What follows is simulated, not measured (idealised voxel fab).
voxel transistor to metal: a process module
Section shown: cut. Width: 295 nm. Cell size: 5 nm, square.
Heads up, the way a cross-section reads in here is a grid of square cells, handed over as bands from the top down, with every band being one or more rows of cells.
Top height, bottom height, nm. Materials left to right, width each, nm. Single material + "full width" = fills band edge to edge. "empty" = empty.
Convention: height 0 is the level below which the wafer, as received, is all one material. The lowest band does not terminate at the bottom but continues downward, represented as "0 nm and below".
Width: "30 to 40" (first number = top row, second number = bottom row, same change from row to row of cells).
You'll sometimes find "no alterations made" written for a step, and that's the way of saying that nowhere in the cross-section did a cell change during that step.
Empty spaces counting at least 8 cells and having no open way to the top are listed in "Entrapped voids". The notation width x height at distance is used for each, the distance being from the left edge and all three values in nm.
Whatever follows a step's settings on its line is a remark the simulator itself makes about that step.
overlay nm: step with mask; distance mask lay right of planned place; negative value = left of planned place.
**So here's the lineup of process steps we planned**
1: RECEIVE, material Si
2: CONFORMAL_DEP, material SiO2, thk nm 5
3: CONFORMAL_DEP, material SiN, thk nm 10
4: MASKED_ETCH, tone cover, mask id ACTIVE, width nm 115, pitch nm 135, etch materials SiN, depth nm 10, overlay nm 0
5: MASKED_ETCH, tone cover, mask id ACTIVE, width nm 115, pitch nm 135, etch materials SiO2, depth nm 5, overlay nm 0
6: MASKED_ETCH, tone cover, mask id ACTIVE, width nm 115, pitch nm 135, etch materials Si, depth nm 20, overlay nm 0
7: FILL_DEP, material SiO2, thk nm 15
8: CMP, height nm 15
9: SELECTIVE_ETCH, etch materials SiO2, depth nm 10
10: STRIP, etch materials SiN
11: SELECTIVE_ETCH, etch materials SiO2, depth nm 5
12: OXIDIZE, depth nm 5
13: DIRECTIONAL_DEP, material polySi, thk nm 30
14: DIRECTIONAL_DEP, material SiCN, thk nm 15
15: DIRECTIONAL_DEP, material aC, thk nm 15
16: PATTERN, tone cover, mask id GATE, material resist, width nm 25, pitch nm 135, thk nm 35, overlay nm 0
17: DIRECTIONAL_ETCH, etch materials aC, depth nm 15
18: STRIP, etch materials resist
19: DIRECTIONAL_ETCH, etch materials SiCN, depth nm 25
20: DIRECTIONAL_ETCH, etch materials polySi, depth nm 40
21: STRIP, etch materials aC
22: CONFORMAL_DEP, material SiO2, thk nm 5
23: DIRECTIONAL_ETCH, etch materials SiO2, depth nm 5
24: CONFORMAL_DEP, material SiN, thk nm 10
25: DIRECTIONAL_ETCH, etch materials SiN, depth nm 10
26: DIRECTIONAL_ETCH, etch materials SiO2, depth nm 5
27: DIRECTIONAL_ETCH, etch materials Si, depth nm 10
28: EPI, material SiGe, thk nm 10
29: FILL_DEP, material SiO2, thk nm 5
30: CMP, height nm 30
31: STRIP, etch materials polySi
32: SELECTIVE_ETCH, etch materials SiO2, depth nm 5
33: CONFORMAL_DEP, material HfO2, thk nm 5
34: CONFORMAL_DEP, material TiN, thk nm 5
35: FILL_DEP, material W, thk nm 10
36: CMP, height nm 25
37: DIRECTIONAL_DEP, material SiO2, thk nm 10
38: MASKED_ETCH, tone open, mask id CONTACT, width nm 20, etch materials SiO2, depth nm 40, overlay nm 0
39: CONFORMAL_DEP, material TiN, thk nm 5
40: FILL_DEP, material W, thk nm 5
41: CMP, height nm 35
42: CONFORMAL_DEP, material SiN, thk nm 5
43: DIRECTIONAL_DEP, material lowk, thk nm 15
44: MASKED_ETCH, tone open, mask id METAL_1, width nm 20, etch materials lowk, depth nm 15, overlay nm 0
45: MASKED_ETCH, tone open, mask id METAL_1, width nm 20, etch materials SiN, depth nm 5, overlay nm 0
46: CONFORMAL_DEP, material TiN, thk nm 5
47: FILL_DEP, material Cu, thk nm 10
48: CMP, height nm 55
49: CONFORMAL_DEP, material SiCN, thk nm 5
50: DIRECTIONAL_DEP, material lowk, thk nm 30
51: DIRECTIONAL_DEP, material aC, thk nm 10
52: PATTERN, tone open, mask id METAL_2_HOLES, material resist, width nm 15, pitch nm 135, thk nm 30, overlay nm 0
53: DIRECTIONAL_ETCH, etch materials aC, depth nm 10
54: STRIP, etch materials resist
55: DIRECTIONAL_ETCH, etch materials lowk, depth nm 30
56: STRIP, etch materials aC
57: PATTERN, tone open, mask id METAL_2, material resist, width nm 20, pitch nm 135, thk nm 15, overlay nm 0
58: DIRECTIONAL_ETCH, etch materials lowk, depth nm 15
59: DIRECTIONAL_ETCH, etch materials SiCN, depth nm 5
60: STRIP, etch materials resist
61: CONFORMAL_DEP, material TiN, thk nm 5
62: FILL_DEP, material Ru, thk nm 10
63: CMP, height nm 90
64: CONFORMAL_DEP, material SiCN, thk nm 5
**As-received state of the wafer in cross-section, equivalent to post-step 1**
> 0 nm and below = Si full width
> Entrapped voids: none
**Run as planned - first of the two wafers cross-sectioned at the end of the module**
> 95 nm to 90 nm = SiCN full width
> 90 nm to 80 nm = lowk (25) | TiN (5) | Ru (10) | TiN (5) | lowk (115) | TiN (5) | Ru (10) | TiN (5) | lowk (115)
> 80 nm to 75 nm = lowk (25) | TiN (5) | Ru (5) | TiN (10) | lowk (115) | TiN (5) | Ru (5) | TiN (10) | lowk (115)
> 75 nm to 60 nm = lowk (25) | TiN (5) | Ru (5) | TiN (5) | lowk (120) | TiN (5) | Ru (5) | TiN (5) | lowk (120)
> 60 nm to 55 nm = SiCN (25) | TiN (15) | SiCN (120) | TiN (15) | SiCN (120)
> 55 nm to 40 nm = lowk (25) | TiN (5) | Cu (10) | TiN (5) | lowk (65) | TiN (5) | Cu (10) | TiN (5) | lowk (30) | TiN (5) | Cu (10) | TiN (5) | lowk (65) | TiN (5) | Cu (10) | TiN (5) | lowk (30)
> 40 nm to 35 nm = SiN (25) | TiN (20) | SiN (65) | TiN (20) | SiN (30) | TiN (20) | SiN (65) | TiN (20) | SiN (30)
> 35 nm to 25 nm = SiO2 (25) | TiN (5) | W (10) | TiN (5) | SiO2 (65) | TiN (5) | W (10) | TiN (5) | SiO2 (30) | TiN (5) | W (10) | TiN (5) | SiO2 (65) | TiN (5) | W (10) | TiN (5) | SiO2 (30)
> 25 nm to 10 nm = SiO2 (25) | TiN (5) | W (10) | TiN (5) | SiO2 (5) | SiN (10) | HfO2 (5) | TiN (5) | W (15) | TiN (5) | HfO2 (5) | SiN (10) | SiO2 (5) | TiN (5) | W (10) | TiN (5) | SiO2 (30) | TiN (5) | W (10) | TiN (5) | SiO2 (5) | SiN (10) | HfO2 (5) | TiN (5) | W (15) | TiN (5) | HfO2 (5) | SiN (10) | SiO2 (5) | TiN (5) | W (10) | TiN (5) | SiO2 (30)
> 10 nm to 5 nm = SiO2 (25) | TiN (5) | W (5) | TiN (10) | SiO2 (5) | SiN (10) | HfO2 (5) | TiN (5) | W (15) | TiN (5) | HfO2 (5) | SiN (10) | SiO2 (5) | TiN (10) | W (5) | TiN (5) | SiO2 (30) | TiN (5) | W (5) | TiN (10) | SiO2 (5) | SiN (10) | HfO2 (5) | TiN (5) | W (15) | TiN (5) | HfO2 (5) | SiN (10) | SiO2 (5) | TiN (10) | W (5) | TiN (5) | SiO2 (30)
> 5 nm to 0 nm = SiO2 (25) | TiN (5) | W (5) | TiN (5) | SiGe (10) | SiN (10) | HfO2 (5) | TiN (25) | HfO2 (5) | SiN (10) | SiGe (10) | TiN (5) | W (5) | TiN (5) | SiO2 (30) | TiN (5) | W (5) | TiN (5) | SiGe (10) | SiN (10) | HfO2 (5) | TiN (25) | HfO2 (5) | SiN (10) | SiGe (10) | TiN (5) | W (5) | TiN (5) | SiO2 (30)
> 0 nm to -5 nm = SiO2 (25) | TiN (15) | SiGe (10) | SiO2 (10) | HfO2 (35) | SiO2 (10) | SiGe (10) | TiN (15) | SiO2 (30) | TiN (15) | SiGe (10) | SiO2 (10) | HfO2 (35) | SiO2 (10) | SiGe (10) | TiN (15) | SiO2 (30)
> -5 nm to -15 nm = SiO2 (20) | SiGe (30) | Si (55) | SiGe (30) | SiO2 (20) | SiGe (30) | Si (55) | SiGe (30) | SiO2 (25)
> -15 nm to -20 nm = SiO2 (20) | Si (115) | SiO2 (20) | Si (115) | SiO2 (25)
> -20 nm and below = Si full width
> Entrapped voids: none
**So this is wafer number two of the two, cut at the end of the module - it started where the first did and had the same plan, we just got one thing wrong running it**
> 95 nm to 90 nm = SiCN full width
> 90 nm to 80 nm = lowk (25) | TiN (5) | Ru (10) | TiN (5) | lowk (115) | TiN (5) | Ru (10) | TiN (5) | lowk (115)
> 80 nm to 75 nm = lowk (25) | TiN (5) | Ru (5) | TiN (10) | lowk (115) | TiN (5) | Ru (5) | TiN (10) | lowk (115)
> 75 nm to 60 nm = lowk (25) | TiN (5) | Ru (5) | TiN (5) | lowk (120) | TiN (5) | Ru (5) | TiN (5) | lowk (120)
> 60 nm to 55 nm = SiCN (25) | TiN (15) | SiCN (120) | TiN (15) | SiCN (120)
> 55 nm to 40 nm = lowk (25) | TiN (5) | Cu (10) | TiN (5) | lowk (65) | TiN (5) | Cu (10) | TiN (5) | lowk (30) | TiN (5) | Cu (10) | TiN (5) | lowk (65) | TiN (5) | Cu (10) | TiN (5) | lowk (30)
> 40 nm to 35 nm = SiN (25) | TiN (20) | SiN (65) | TiN (20) | SiN (30) | TiN (20) | SiN (65) | TiN (20) | SiN (30)
> 35 nm to 25 nm = SiO2 (25) | TiN (5) | W (10) | TiN (5) | SiO2 (65) | TiN (5) | W (10) | TiN (5) | SiO2 (30) | TiN (5) | W (10) | TiN (5) | SiO2 (65) | TiN (5) | W (10) | TiN (5) | SiO2 (30)
> 25 nm to 5 nm = SiO2 (25) | TiN (5) | W (10) | TiN (5) | SiO2 (15) | HfO2 (5) | TiN (5) | W (15) | TiN (5) | HfO2 (5) | SiO2 (15) | TiN (5) | W (10) | TiN (5) | SiO2 (30) | TiN (5) | W (10) | TiN (5) | SiO2 (15) | HfO2 (5) | TiN (5) | W (15) | TiN (5) | HfO2 (5) | SiO2 (15) | TiN (5) | W (10) | TiN (5) | SiO2 (30)
> 5 nm to 0 nm = SiO2 (25) | TiN (5) | W (10) | TiN (5) | SiO2 (5) | SiGe (10) | HfO2 (5) | TiN (25) | HfO2 (5) | SiGe (10) | SiO2 (5) | TiN (5) | W (10) | TiN (5) | SiO2 (30) | TiN (5) | W (10) | TiN (5) | SiO2 (5) | SiGe (10) | HfO2 (5) | TiN (25) | HfO2 (5) | SiGe (10) | SiO2 (5) | TiN (5) | W (10) | TiN (5) | SiO2 (30)
> 0 nm to -5 nm = SiO2 (25) | TiN (20) | SiO2 (5) | SiGe (10) | HfO2 (35) | SiGe (10) | SiO2 (5) | TiN (20) | SiO2 (30) | TiN (20) | SiO2 (5) | SiGe (10) | HfO2 (35) | SiGe (10) | SiO2 (5) | TiN (20) | SiO2 (30)
> -5 nm to -15 nm = SiO2 (20) | SiGe (40) | Si (35) | SiGe (40) | SiO2 (20) | SiGe (40) | Si (35) | SiGe (40) | SiO2 (25)
> -15 nm to -20 nm = SiO2 (20) | Si (115) | SiO2 (20) | Si (115) | SiO2 (25)
> -20 nm and below = Si full width
> Entrapped voids: none
Want to know what went wrong? step 24 was left out
Upon completion, the second wafer contains, in terms of cells, a greater or smaller amount of certain materials than the first wafer: Si: 16 fewer | SiGe: 16 more | SiN: 40 fewer | SiO2: 32 more | W: 8 more
